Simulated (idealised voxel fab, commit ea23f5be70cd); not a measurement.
Presented below is a process module, voxel double patterning.
Each square cell in cross-section cut measures 5 nm, and the section as a whole is 170 nm wide.
We lay out every cross-section as a grid of square cells and spell it out in bands from the top down, where one band means one or more rows of cells. In this notation a band is specified by the heights of its top and bottom, in that order and in nm, after which its materials appear from left to right, each paired with its width in nm. The word "full width" attached to a single material means that material fills the band from edge to edge; the word "air" stands for empty space. Height reference: 0 = level under which incoming wafer is all one material. Lowest band: no bottom, runs on downward, e.g. "0..down". A width such as "30->40" changes by the same amount from each row of cells to the next, from the band's top row to its bottom row. Where a step carries "stayed the same", the cross-section came out of it unchanged, cell for cell. The entry "Enclosed void list" lists the empty spaces that cover at least 8 cells and have no open path to the top. Each is written as width x height at distance, where the distance is measured from the left edge and all three values are in nm. Past the settings on a step's line: simulator remark, on that step. "overlay nm", when on a step's line for a step with a mask, measures how far to the right of its planned place the mask lay; a negative measure means to the left.
**Planned step list for the process**
- 1: RECEIVE,material Si
- 2: CONFORMAL_DEP,material SiN,thk nm 10
- 3: DIRECTIONAL_DEP,material SiO2,thk nm 15
- 4: DIRECTIONAL_DEP,material SiCN,thk nm 5
- 5: PATTERN,tone open,mask id FIRST,material resist,width nm 15,pitch nm 50,thk nm 15,overlay nm 0
- 6: DIRECTIONAL_ETCH,etch materials SiCN,depth nm 5
- 7: STRIP,etch materials resist
- 8: DIRECTIONAL_DEP,material aC,thk nm 10
- 9: PATTERN,tone open,mask id SECOND,material resist,width nm 15,thk nm 30,overlay nm 0
- 10: DIRECTIONAL_ETCH,etch materials aC,depth nm 10
- 11: STRIP,etch materials resist
- 12: DIRECTIONAL_ETCH,etch materials SiCN,depth nm 5
- 13: STRIP,etch materials aC
- 14: DIRECTIONAL_ETCH,etch materials SiO2,depth nm 15
- 15: STRIP,etch materials SiCN
**First out of two wafers; run went to plan**
**Cross-section: wafer on arrival = after step 1**
	0..down  Si full width
	Enclosed void list: none
**after step 2**
	10..0  SiN full width
	Lower than 0, everything is as it was.
**after step 3**
	25..10  SiO2 full width
	Lower than 10, everything is as it was.
**after step 4**
	30..25  SiCN full width
	Lower than 25, everything is as it was.
**after step 5**
	45..30  resist=50, then air=15, then resist=35, then air=15, then resist=55
	Lower than 30, everything is as it was.
**after step 6**
	45..30  resist=50, then air=15, then resist=35, then air=15, then resist=55
	30..25  SiCN=50, then air=15, then SiCN=35, then air=15, then SiCN=55
	Lower than 25, everything is as it was.
**after step 7**
	30..25  SiCN=50, then air=15, then SiCN=35, then air=15, then SiCN=55
	Lower than 25, everything is as it was.
**after step 8**
	40..35  aC=50, then air=15, then aC=35, then air=15, then aC=55
	35..30  aC full width
	30..25  SiCN=50, then aC=15, then SiCN=35, then aC=15, then SiCN=55
	Lower than 25, everything is as it was.
**after step 9**
	70..40  resist=75, then air=15, then resist=80
	40..35  aC=50, then resist=15, then aC=35, then resist=15, then aC=55
	Lower than 35, everything is as it was.
**after step 10**
	60..40  resist=75, then air=15, then resist=80
	40..35  aC=50, then resist=15, then aC=10, then air=15, then aC=10, then resist=15, then aC=55
	35..30  aC=75, then air=15, then aC=80
	Lower than 30, everything is as it was.
**after step 11**
	40..35  aC=50, then air=15, then aC=10, then air=15, then aC=10, then air=15, then aC=55
	Lower than 35, everything is as it was.
**after step 12**
	40..35  aC=50, then air=15, then aC=10, then air=15, then aC=10, then air=15, then aC=55
	35..30  aC=75, then air=15, then aC=80
	30..25  SiCN=50, then aC=15, then SiCN=10, then air=15, then SiCN=10, then aC=15, then SiCN=55
	Lower than 25, everything is as it was.
**after step 13**
	30..25  SiCN=50, then air=15, then SiCN=10, then air=15, then SiCN=10, then air=15, then SiCN=55
	Lower than 25, everything is as it was.
**after step 14**
	30..25  SiCN=50, then air=15, then SiCN=10, then air=15, then SiCN=10, then air=15, then SiCN=55
	25..10  SiO2=50, then air=15, then SiO2=10, then air=15, then SiO2=10, then air=15, then SiO2=55
	Lower than 10, everything is as it was.
**after step 15**
	25..10  SiO2=50, then air=15, then SiO2=10, then air=15, then SiO2=10, then air=15, then SiO2=55
	Lower than 10, everything is as it was.
**For the second wafer, take the first wafer's start and plan, then add one mistake made in running it; everything through step 4, that step included, is shared with the first**
**Look at the second wafer in cross-section at the time step 5 ought to have finished**
	45..30  air=50, then resist=15, then air=35, then resist=15, then air=55
	Lower than 30, everything is as it was.
**Look at the second wafer in cross-section at the time step 6 ought to have finished**
	45..30  air=50, then resist=15, then air=35, then resist=15, then air=55
	30..25  air=50, then SiCN=15, then air=35, then SiCN=15, then air=55
	Lower than 25, everything is as it was.
**Look at the second wafer in cross-section at the time step 7 ought to have finished**
	30..25  air=50, then SiCN=15, then air=35, then SiCN=15, then air=55
	Lower than 25, everything is as it was.
**Look at the second wafer in cross-section at the time step 8 ought to have finished**
	40..35  air=50, then aC=15, then air=35, then aC=15, then air=55
	35..30  aC full width
	30..25  aC=50, then SiCN=15, then aC=35, then SiCN=15, then aC=55
	Lower than 25, everything is as it was.
**Look at the second wafer in cross-section at the time step 9 ought to have finished**
	70..40  resist=75, then air=15, then resist=80
	40..35  resist=50, then aC=15, then resist=10, then air=15, then resist=10, then aC=15, then resist=55
	Lower than 35, everything is as it was.
**Look at the second wafer in cross-section at the time step 10 ought to have finished**
	60..40  resist=75, then air=15, then resist=80
	40..35  resist=50, then aC=15, then resist=10, then air=15, then resist=10, then aC=15, then resist=55
	35..30  aC=75, then air=15, then aC=80
	30..25  aC=50, then SiCN=15, then aC=10, then air=15, then aC=10, then SiCN=15, then aC=55
	Lower than 25, everything is as it was.
**Look at the second wafer in cross-section at the time step 11 ought to have finished**
	40..35  air=50, then aC=15, then air=35, then aC=15, then air=55
	Lower than 35, everything is as it was.
Look at the second wafer in cross-section at the time step 12 ought to have finished: stayed the same
**Look at the second wafer in cross-section at the time step 13 ought to have finished**
	30..25  air=50, then SiCN=15, then air=35, then SiCN=15, then air=55
	Lower than 25, everything is as it was.
**Look at the second wafer in cross-section at the time step 14 ought to have finished**
	30..25  air=50, then SiCN=15, then air=35, then SiCN=15, then air=55
	25..10  air=50, then SiO2=15, then air=35, then SiO2=15, then air=55
	Lower than 10, everything is as it was.
**Look at the second wafer in cross-section at the time step 15 ought to have finished**
	25..10  air=50, then SiO2=15, then air=35, then SiO2=15, then air=55
	Lower than 10, everything is as it was.
Which mistake was made when the wafer was run? step 5 did not happen as planned, as run it was PATTERN,tone cover,mask id FIRST,material resist,width nm 15,pitch nm 50,thk nm 15,overlay nm 0
Count the cells at the end and the second wafer has more or fewer of some materials than the first: -57 SiO2
